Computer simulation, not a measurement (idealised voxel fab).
Module name: voxel self aligned vias (process module)
Square cells of 5 nm make up the cross-section cut, whose width is 240 nm.
Cross-section layout: square cells on a grid; listed as bands, top to bottom; a band spans one or more cell rows.
First you get the band's top height and its bottom height, in nm, and then the materials it's made of, left to right, with each width in nm. If you see a single material with "everywhere", that one covers the band edge to edge. "blank" is empty space.
Counting heights begins at 0, where everything beneath is, in the wafer as received, one material. The lowest band has no bottom; it goes on downwards, as "0 and below" shows.
Note: "30->40" means the width goes from the first number (top row of the band) to the second number (bottom row) in equal steps per row of cells.
Where the words "nothing different" appear for a step, the cross-section shows no cell changed by that step; every cell remained as before.
For the entry "closed voids", the listed items are empty spaces with no open way to the top whose size is 8 cells or more; each item follows the pattern width x height at distance, where distance is from the left edge and all three are in nm.
Post-settings text on a step line: simulator's own remark regarding the step.
overlay nm: how far to the right of its planned place the mask lay on this masked step (negative: to the left).

-- Steps planned for the process
| 1 | RECEIVE, material Si |
| 2 | CONFORMAL_DEP, material SiO2, thk nm 15 |
| 3 | CONFORMAL_DEP, material SiCN, thk nm 5 |
| 4 | DIRECTIONAL_DEP, material lowk, thk nm 25 |
| 5 | DIRECTIONAL_DEP, material aC, thk nm 15 |
| 6 | PATTERN, tone open, mask id LINES, material resist, width nm 25, pitch nm 65, thk nm 35, overlay nm 0 |
| 7 | DIRECTIONAL_ETCH, etch materials aC, depth nm 15 |
| 8 | STRIP, etch materials resist |
| 9 | DIRECTIONAL_ETCH, etch materials lowk, depth nm 25 |
| 10 | STRIP, etch materials aC |
| 11 | CONFORMAL_DEP, material TiN, thk nm 5 |
| 12 | FILL_DEP, material W, thk nm 5 |
| 13 | CMP, height nm 45 |
| 14 | SELECTIVE_ETCH, etch materials W Ru TiN, depth nm 10 |
| 15 | FILL_DEP, material SiN, thk nm 5 |
| 16 | CMP, height nm 45 |
| 17 | DIRECTIONAL_DEP, material lowk, thk nm 15 |
| 18 | MASKED_ETCH, tone open, mask id VIAS, width nm 35, pitch nm 130, etch materials lowk, depth nm 15, overlay nm 0 |
| 19 | MASKED_ETCH, tone open, mask id VIAS, width nm 35, pitch nm 130, etch materials SiN, depth nm 10, overlay nm 0 |
| 20 | CONFORMAL_DEP, material TiN, thk nm 5 |
| 21 | FILL_DEP, material Cu, thk nm 5 |
| 22 | CMP, height nm 60 |
| 23 | CONFORMAL_DEP, material SiCN, thk nm 5 |

-- First of the two wafers, run per plan

-- Cross-section of the wafer upon arrival, representing the state reached after step 1
> 0 and below: Si everywhere
> closed voids: none

-- Wafer after step 2 (cross-section)
> 15 down to 0: SiO2 everywhere
> All layers under 0 are left as they were.

-- Wafer after step 3 (cross-section)
> 20 down to 15: SiCN everywhere
> All layers under 15 are left as they were.

-- Wafer after step 4 (cross-section)
> 45 down to 20: lowk everywhere
> All layers under 20 are left as they were.

-- Wafer after step 5 (cross-section)
> 60 down to 45: aC everywhere
> All layers under 45 are left as they were.

-- Wafer after step 6 (cross-section)
> 95 down to 60: 40 of resist / 25 of blank / 40 of resist / 25 of blank / 40 of resist / 25 of blank / 45 of resist
> All layers under 60 are left as they were.

-- Wafer after step 7 (cross-section)
> 80 down to 60: 40 of resist / 25 of blank / 40 of resist / 25 of blank / 40 of resist / 25 of blank / 45 of resist
> 60 down to 45: 40 of aC / 25 of blank / 40 of aC / 25 of blank / 40 of aC / 25 of blank / 45 of aC
> All layers under 45 are left as they were.

-- Wafer after step 8 (cross-section)
> 60 down to 45: 40 of aC / 25 of blank / 40 of aC / 25 of blank / 40 of aC / 25 of blank / 45 of aC
> All layers under 45 are left as they were.

-- Wafer after step 9 (cross-section)
> 60 down to 45: 40 of aC / 25 of blank / 40 of aC / 25 of blank / 40 of aC / 25 of blank / 45 of aC
> 45 down to 20: 40 of lowk / 25 of blank / 40 of lowk / 25 of blank / 40 of lowk / 25 of blank / 45 of lowk
> All layers under 20 are left as they were.

-- Wafer after step 10 (cross-section)
> 45 down to 20: 40 of lowk / 25 of blank / 40 of lowk / 25 of blank / 40 of lowk / 25 of blank / 45 of lowk
> All layers under 20 are left as they were.

-- Wafer after step 11 (cross-section)
> 50 down to 45: 45 of TiN / 15 of blank / 50 of TiN / 15 of blank / 50 of TiN / 15 of blank / 50 of TiN
> 45 down to 25: 40 of lowk / 5 of TiN / 15 of blank / 5 of TiN / 40 of lowk / 5 of TiN / 15 of blank / 5 of TiN / 40 of lowk / 5 of TiN / 15 of blank / 5 of TiN / 45 of lowk
> 25 down to 20: 40 of lowk / 25 of TiN / 40 of lowk / 25 of TiN / 40 of lowk / 25 of TiN / 45 of lowk
> All layers under 20 are left as they were.

-- Wafer after step 12 (cross-section)
> 55 down to 50: W everywhere
> 50 down to 45: 45 of TiN / 15 of W / 50 of TiN / 15 of W / 50 of TiN / 15 of W / 50 of TiN
> 45 down to 25: 40 of lowk / 5 of TiN / 15 of W / 5 of TiN / 40 of lowk / 5 of TiN / 15 of W / 5 of TiN / 40 of lowk / 5 of TiN / 15 of W / 5 of TiN / 45 of lowk
> All layers under 25 are left as they were.

-- Wafer after step 13 (cross-section)
> 45 down to 25: 40 of lowk / 5 of TiN / 15 of W / 5 of TiN / 40 of lowk / 5 of TiN / 15 of W / 5 of TiN / 40 of lowk / 5 of TiN / 15 of W / 5 of TiN / 45 of lowk
> All layers under 25 are left as they were.

-- Wafer after step 14 (cross-section)
> 45 down to 35: 40 of lowk / 25 of blank / 40 of lowk / 25 of blank / 40 of lowk / 25 of blank / 45 of lowk
> All layers under 35 are left as they were.

-- Wafer after step 15 (cross-section)
> 50 down to 45: SiN everywhere
> 45 down to 35: 40 of lowk / 25 of SiN / 40 of lowk / 25 of SiN / 40 of lowk / 25 of SiN / 45 of lowk
> All layers under 35 are left as they were.

-- Wafer after step 16 (cross-section)
> 45 down to 35: 40 of lowk / 25 of SiN / 40 of lowk / 25 of SiN / 40 of lowk / 25 of SiN / 45 of lowk
> All layers under 35 are left as they were.

-- Wafer after step 17 (cross-section)
> 60 down to 45: lowk everywhere
> All layers under 45 are left as they were.

-- Wafer after step 18 (cross-section)
> 60 down to 45: 35 of lowk / 35 of blank / 95 of lowk / 35 of blank / 40 of lowk
> All layers under 45 are left as they were.

-- Wafer after step 19 (cross-section)
> 60 down to 45: 35 of lowk / 35 of blank / 95 of lowk / 35 of blank / 40 of lowk
> 45 down to 35: 40 of lowk / 25 of blank / 40 of lowk / 25 of SiN / 40 of lowk / 25 of blank / 45 of lowk
> All layers under 35 are left as they were.

-- Wafer after step 20 (cross-section)
> 65 down to 60: 40 of TiN / 25 of blank / 105 of TiN / 25 of blank / 45 of TiN
> 60 down to 50: 35 of lowk / 5 of TiN / 25 of blank / 5 of TiN / 95 of lowk / 5 of TiN / 25 of blank / 5 of TiN / 40 of lowk
> 50 down to 45: 35 of lowk / 10 of TiN / 15 of blank / 10 of TiN / 95 of lowk / 10 of TiN / 15 of blank / 10 of TiN / 40 of lowk
> 45 down to 40: 40 of lowk / 5 of TiN / 15 of blank / 5 of TiN / 40 of lowk / 25 of SiN / 40 of lowk / 5 of TiN / 15 of blank / 5 of TiN / 45 of lowk
> 40 down to 35: 40 of lowk / 25 of TiN / 40 of lowk / 25 of SiN / 40 of lowk / 25 of TiN / 45 of lowk
> All layers under 35 are left as they were.

-- Wafer after step 21 (cross-section)
> 70 down to 65: Cu everywhere
> 65 down to 60: 40 of TiN / 25 of Cu / 105 of TiN / 25 of Cu / 45 of TiN
> 60 down to 50: 35 of lowk / 5 of TiN / 25 of Cu / 5 of TiN / 95 of lowk / 5 of TiN / 25 of Cu / 5 of TiN / 40 of lowk
> 50 down to 45: 35 of lowk / 10 of TiN / 15 of Cu / 10 of TiN / 95 of lowk / 10 of TiN / 15 of Cu / 10 of TiN / 40 of lowk
> 45 down to 40: 40 of lowk / 5 of TiN / 15 of Cu / 5 of TiN / 40 of lowk / 25 of SiN / 40 of lowk / 5 of TiN / 15 of Cu / 5 of TiN / 45 of lowk
> All layers under 40 are left as they were.

-- Wafer after step 22 (cross-section)
> 60 down to 50: 35 of lowk / 5 of TiN / 25 of Cu / 5 of TiN / 95 of lowk / 5 of TiN / 25 of Cu / 5 of TiN / 40 of lowk
> All layers under 50 are left as they were.

-- Wafer after step 23 (cross-section)
> 65 down to 60: SiCN everywhere
> All layers under 60 are left as they were.

-- Now the other wafer: same start, same recipe, but we messed up one thing when running it. Up to and including step 1 it's the same as the first one

-- Second wafer: cross-section at the scheduled end of step 2
> 30 down to 0: SiO2 everywhere
> All layers under 0 are left as they were.

-- Second wafer: cross-section at the scheduled end of step 3
> 35 down to 30: SiCN everywhere
> All layers under 30 are left as they were.

-- Second wafer: cross-section at the scheduled end of step 4
> 60 down to 35: lowk everywhere
> All layers under 35 are left as they were.

-- Second wafer: cross-section at the scheduled end of step 5
> 75 down to 60: aC everywhere
> All layers under 60 are left as they were.

-- Second wafer: cross-section at the scheduled end of step 6
> 110 down to 75: 40 of resist / 25 of blank / 40 of resist / 25 of blank / 40 of resist / 25 of blank / 45 of resist
> All layers under 75 are left as they were.

-- Second wafer: cross-section at the scheduled end of step 7
> 95 down to 75: 40 of resist / 25 of blank / 40 of resist / 25 of blank / 40 of resist / 25 of blank / 45 of resist
> 75 down to 60: 40 of aC / 25 of blank / 40 of aC / 25 of blank / 40 of aC / 25 of blank / 45 of aC
> All layers under 60 are left as they were.

-- Second wafer: cross-section at the scheduled end of step 8
> 75 down to 60: 40 of aC / 25 of blank / 40 of aC / 25 of blank / 40 of aC / 25 of blank / 45 of aC
> All layers under 60 are left as they were.

-- Second wafer: cross-section at the scheduled end of step 9
> 75 down to 60: 40 of aC / 25 of blank / 40 of aC / 25 of blank / 40 of aC / 25 of blank / 45 of aC
> 60 down to 35: 40 of lowk / 25 of blank / 40 of lowk / 25 of blank / 40 of lowk / 25 of blank / 45 of lowk
> All layers under 35 are left as they were.

-- Second wafer: cross-section at the scheduled end of step 10
> 60 down to 35: 40 of lowk / 25 of blank / 40 of lowk / 25 of blank / 40 of lowk / 25 of blank / 45 of lowk
> All layers under 35 are left as they were.

-- Second wafer: cross-section at the scheduled end of step 11
> 65 down to 60: 45 of TiN / 15 of blank / 50 of TiN / 15 of blank / 50 of TiN / 15 of blank / 50 of TiN
> 60 down to 40: 40 of lowk / 5 of TiN / 15 of blank / 5 of TiN / 40 of lowk / 5 of TiN / 15 of blank / 5 of TiN / 40 of lowk / 5 of TiN / 15 of blank / 5 of TiN / 45 of lowk
> 40 down to 35: 40 of lowk / 25 of TiN / 40 of lowk / 25 of TiN / 40 of lowk / 25 of TiN / 45 of lowk
> All layers under 35 are left as they were.

-- Second wafer: cross-section at the scheduled end of step 12
> 70 down to 65: W everywhere
> 65 down to 60: 45 of TiN / 15 of W / 50 of TiN / 15 of W / 50 of TiN / 15 of W / 50 of TiN
> 60 down to 40: 40 of lowk / 5 of TiN / 15 of W / 5 of TiN / 40 of lowk / 5 of TiN / 15 of W / 5 of TiN / 40 of lowk / 5 of TiN / 15 of W / 5 of TiN / 45 of lowk
> All layers under 40 are left as they were.

-- Second wafer: cross-section at the scheduled end of step 13
> 45 down to 40: 40 of lowk / 5 of TiN / 15 of W / 5 of TiN / 40 of lowk / 5 of TiN / 15 of W / 5 of TiN / 40 of lowk / 5 of TiN / 15 of W / 5 of TiN / 45 of lowk
> All layers under 40 are left as they were.

-- Second wafer: cross-section at the scheduled end of step 14
> 45 down to 35: 40 of lowk / 25 of blank / 40 of lowk / 25 of blank / 40 of lowk / 25 of blank / 45 of lowk
> All layers under 35 are left as they were.

-- Second wafer: cross-section at the scheduled end of step 15
> 50 down to 45: SiN everywhere
> 45 down to 35: 40 of lowk / 25 of SiN / 40 of lowk / 25 of SiN / 40 of lowk / 25 of SiN / 45 of lowk
> All layers under 35 are left as they were.

-- Second wafer: cross-section at the scheduled end of step 16
> 45 down to 35: 40 of lowk / 25 of SiN / 40 of lowk / 25 of SiN / 40 of lowk / 25 of SiN / 45 of lowk
> All layers under 35 are left as they were.

-- Second wafer: cross-section at the scheduled end of step 17
> 60 down to 45: lowk everywhere
> All layers under 45 are left as they were.

-- Second wafer: cross-section at the scheduled end of step 18
> 60 down to 45: 35 of lowk / 35 of blank / 95 of lowk / 35 of blank / 40 of lowk
> All layers under 45 are left as they were.

-- Second wafer: cross-section at the scheduled end of step 19
> 60 down to 45: 35 of lowk / 35 of blank / 95 of lowk / 35 of blank / 40 of lowk
> 45 down to 35: 40 of lowk / 25 of blank / 40 of lowk / 25 of SiN / 40 of lowk / 25 of blank / 45 of lowk
> All layers under 35 are left as they were.

-- Second wafer: cross-section at the scheduled end of step 20
> 65 down to 60: 40 of TiN / 25 of blank / 105 of TiN / 25 of blank / 45 of TiN
> 60 down to 50: 35 of lowk / 5 of TiN / 25 of blank / 5 of TiN / 95 of lowk / 5 of TiN / 25 of blank / 5 of TiN / 40 of lowk
> 50 down to 45: 35 of lowk / 10 of TiN / 15 of blank / 10 of TiN / 95 of lowk / 10 of TiN / 15 of blank / 10 of TiN / 40 of lowk
> 45 down to 40: 40 of lowk / 5 of TiN / 15 of blank / 5 of TiN / 40 of lowk / 25 of SiN / 40 of lowk / 5 of TiN / 15 of blank / 5 of TiN / 45 of lowk
> 40 down to 35: 40 of lowk / 25 of TiN / 40 of lowk / 25 of SiN / 40 of lowk / 25 of TiN / 45 of lowk
> All layers under 35 are left as they were.

-- Second wafer: cross-section at the scheduled end of step 21
> 70 down to 65: Cu everywhere
> 65 down to 60: 40 of TiN / 25 of Cu / 105 of TiN / 25 of Cu / 45 of TiN
> 60 down to 50: 35 of lowk / 5 of TiN / 25 of Cu / 5 of TiN / 95 of lowk / 5 of TiN / 25 of Cu / 5 of TiN / 40 of lowk
> 50 down to 45: 35 of lowk / 10 of TiN / 15 of Cu / 10 of TiN / 95 of lowk / 10 of TiN / 15 of Cu / 10 of TiN / 40 of lowk
> 45 down to 40: 40 of lowk / 5 of TiN / 15 of Cu / 5 of TiN / 40 of lowk / 25 of SiN / 40 of lowk / 5 of TiN / 15 of Cu / 5 of TiN / 45 of lowk
> All layers under 40 are left as they were.

-- Second wafer: cross-section at the scheduled end of step 22
> 60 down to 50: 35 of lowk / 5 of TiN / 25 of Cu / 5 of TiN / 95 of lowk / 5 of TiN / 25 of Cu / 5 of TiN / 40 of lowk
> All layers under 50 are left as they were.

-- Second wafer: cross-section at the scheduled end of step 23
> 65 down to 60: SiCN everywhere
> All layers under 60 are left as they were.
The mistake made against the process plan was this: in the plan, step 2 was performed twice
At the finish, the second wafer shows more or fewer cells for some materials than the first does: SiO2: 144 more, TiN: 27 fewer, W: 18 fewer, lowk: 99 fewer
